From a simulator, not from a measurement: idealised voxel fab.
The following process module bears the name voxel self aligned contacts.
Shown is cross-section cut, with a width of 255 nm and square cells of size 5 nm.
In this document a cross-section is written as a grid of square cells. It is given as a series of bands, listed from the top down, and a band is one or more rows of cells.
The entry gives the band's vertical extent as a top height and a bottom height in nm, then its horizontal make-up as materials from left to right, each with a width in nm. "air" stands for empty space; a single material marked "edge to edge" fills the band edge to edge.
Note: height 0 marks the level under which the wafer is uniformly one material as received. Lowest band unbounded below, written "0 nm and below".
When a width is written as two numbers, as in "30->40", the first number is the width in the top row of cells of the band and the second is the width in its bottom row, and the width changes by the same amount from each row to the next.
For the purposes of this document, the phrase "changes: none" attached to a step denotes that no cell within the cross-section was modified by that step.
Each empty space that has no open way to the top and spans at least 8 cells appears under "Sealed void list" as width x height at distance, the distance counted from the left edge, all in nm.
Formally, on a step line, whatever follows the settings is a remark that the simulator itself makes on the step.
What "overlay nm" on a step's line means: if the step has a mask, that mask lay this far to the right of its planned place, or, when the value is negative, to the left.
**List of planned process steps**
1,RECEIVE,material Si
2,CONFORMAL_DEP,material SiO2,thk nm 5
3,DIRECTIONAL_DEP,material polySi,thk nm 25
4,DIRECTIONAL_DEP,material SiN,thk nm 25
5,MASKED_ETCH,tone cover,mask id GATE,width nm 30,pitch nm 70,etch materials SiN,depth nm 25,overlay nm -15
6,MASKED_ETCH,tone cover,mask id GATE,width nm 30,pitch nm 70,etch materials polySi,depth nm 25,overlay nm 0
7,CONFORMAL_DEP,material SiN,thk nm 10
8,DIRECTIONAL_ETCH,etch materials SiN,depth nm 10
9,FILL_DEP,material SiO2,thk nm 10
10,CMP,height nm 60
11,DIRECTIONAL_DEP,material aC,thk nm 15
12,PATTERN,tone open,mask id CONTACT,material resist,width nm 50,thk nm 30,overlay nm 0
13,DIRECTIONAL_ETCH,etch materials aC,depth nm 15
14,STRIP,etch materials resist
15,DIRECTIONAL_ETCH,etch materials SiO2,depth nm 60
16,STRIP,etch materials aC
17,CONFORMAL_DEP,material TiN,thk nm 5
18,FILL_DEP,material Ru,thk nm 5
19,CMP,height nm 60
20,CONFORMAL_DEP,material SiCN,thk nm 5
Wafers differ in overlay nm at step 5; plan lists the first wafer's value; identical starting state.
**As-received cross-section, first of several wafers, post step 1**
  0 nm and below: Si edge to edge
  Sealed void list: none
**The following table contains a row per wafer, in which are reported, at the conclusion of the module, the cells of each material gained (+) or lost (-) since the wafer's receipt, with its closed voids given thereafter**
overlay nm -15; +10 Ru; +51 SiCN; +140 SiN; +346 SiO2; +26 TiN; +90 polySi; Sealed void list: none
overlay nm -10; +10 Ru; +51 SiCN; +140 SiN; +350 SiO2; +32 TiN; +80 polySi; Sealed void list: none
overlay nm -5; +16 Ru; +51 SiCN; +140 SiN; +354 SiO2; +32 TiN; +70 polySi; Sealed void list: none
overlay nm 0; +22 Ru; +51 SiCN; +140 SiN; +358 SiO2; +32 TiN; +60 polySi; Sealed void list: none
overlay nm 5; +16 Ru; +51 SiCN; +140 SiN; +354 SiO2; +32 TiN; +70 polySi; Sealed void list: none
overlay nm 10; +10 Ru; +51 SiCN; +140 SiN; +350 SiO2; +32 TiN; +80 polySi; Sealed void list: none
overlay nm 15; +10 Ru; +51 SiCN; +140 SiN; +346 SiO2; +26 TiN; +90 polySi; Sealed void list: none
